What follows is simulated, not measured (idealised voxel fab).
process module | voxel self aligned contacts
cross-section cut | 255 nm wide | cells 5 nm
A cross-section is a grid of square cells, given in bands from the top down. A band is one or more rows of cells.
Each band's line starts with the height of the band's top and of its bottom, in nm. Then come its materials from left to right, each with its width in nm. One material with "throughout" fills the band from edge to edge. "air" is empty space.
Height 0 is the level under which the wafer as received is all one material. The lowest band goes on downwards, as in "0 down".
A width such as "30 to 40" changes by the same amount from each row of cells to the next, from the band's top row to its bottom row.
"no change" after a step means that no cell of the cross-section changed.
closed voids: empty space of 8 cells or more with no open way to the top, each as width x height at its distance from the left edge, in nm
after a step's settings: what the simulator itself notes on the step
overlay nm, on a step with a mask: how far to the right of its planned place the mask lay; to the left if negative
plan
1 op RECEIVE | material Si
2 op CONFORMAL_DEP | material SiO2 | thk nm 5
3 op DIRECTIONAL_DEP | material polySi | thk nm 30
4 op DIRECTIONAL_DEP | material SiN | thk nm 25
5 op DIRECTIONAL_DEP | material aC | thk nm 15
6 op PATTERN | tone cover | mask id GATE | material resist | width nm 35 | pitch nm 75 | thk nm 35 | overlay nm 0
7 op DIRECTIONAL_ETCH | etch materials aC | depth nm 15
8 op STRIP | etch materials resist
9 op DIRECTIONAL_ETCH | etch materials SiN | depth nm 25
10 op DIRECTIONAL_ETCH | etch materials polySi | depth nm 30
11 op STRIP | etch materials aC
12 op CONFORMAL_DEP | material SiN | thk nm 10
13 op DIRECTIONAL_ETCH | etch materials SiN | depth nm 10
14 op FILL_DEP | material SiO2 | thk nm 15
15 op CMP | height nm 70
16 op MASKED_ETCH | tone open | mask id CONTACT | width nm 60 | etch materials SiO2 | depth nm 70 | overlay nm 0
17 op CONFORMAL_DEP | material TiN | thk nm 5
18 op FILL_DEP | material W | thk nm 10
19 op CMP | height nm 70
20 op CONFORMAL_DEP | material SiN | thk nm 5
as received, after step 1
  0 down: Si throughout
  closed voids: none
first wafer at the end, as planned
  75 to 70: SiN throughout
  70 to 60: SiO2 95 | TiN 5 to 25 | W 50 to 10 | TiN 5 to 25 | SiO2 100
  60 to 35: SiO2 60 | SiN 55 | TiN 5 | W 10 | TiN 5 | SiN 55 | SiO2 65
  35 to 5: SiO2 60 | SiN 10 | polySi 35 | SiN 10 | TiN 5 | W 10 | TiN 5 | SiN 10 | polySi 35 | SiN 10 | SiO2 65
  5 to 0: SiO2 115 | TiN 20 | SiO2 120
  0 down: Si throughout
  closed voids: none
second wafer at the end: like start, like plan, one mistake
  75 to 70: SiN throughout
  70 to 60: W 90 to 55 | TiN 5 to 40 | SiO2 60 | TiN 5 to 40 | W 95 to 60
  60 to 35: W 55 | TiN 5 | SiN 55 | SiO2 20 | SiN 55 | TiN 5 | W 60
  35 to 5: W 55 | TiN 5 | SiN 10 | polySi 35 | SiN 10 | SiO2 20 | SiN 10 | polySi 35 | SiN 10 | TiN 5 | W 60
  5 to 0: TiN 60 | SiO2 130 | TiN 65
  0 down: Si throughout
  closed voids: none
what went wrong: step 16 ran as: op MASKED_ETCH | tone cover | mask id CONTACT | width nm 60 | etch materials SiO2 | depth nm 70 | overlay nm 0
at the end the second wafer has, in cells: 306 fewer of SiO2 | 27 more of TiN | 279 more of W
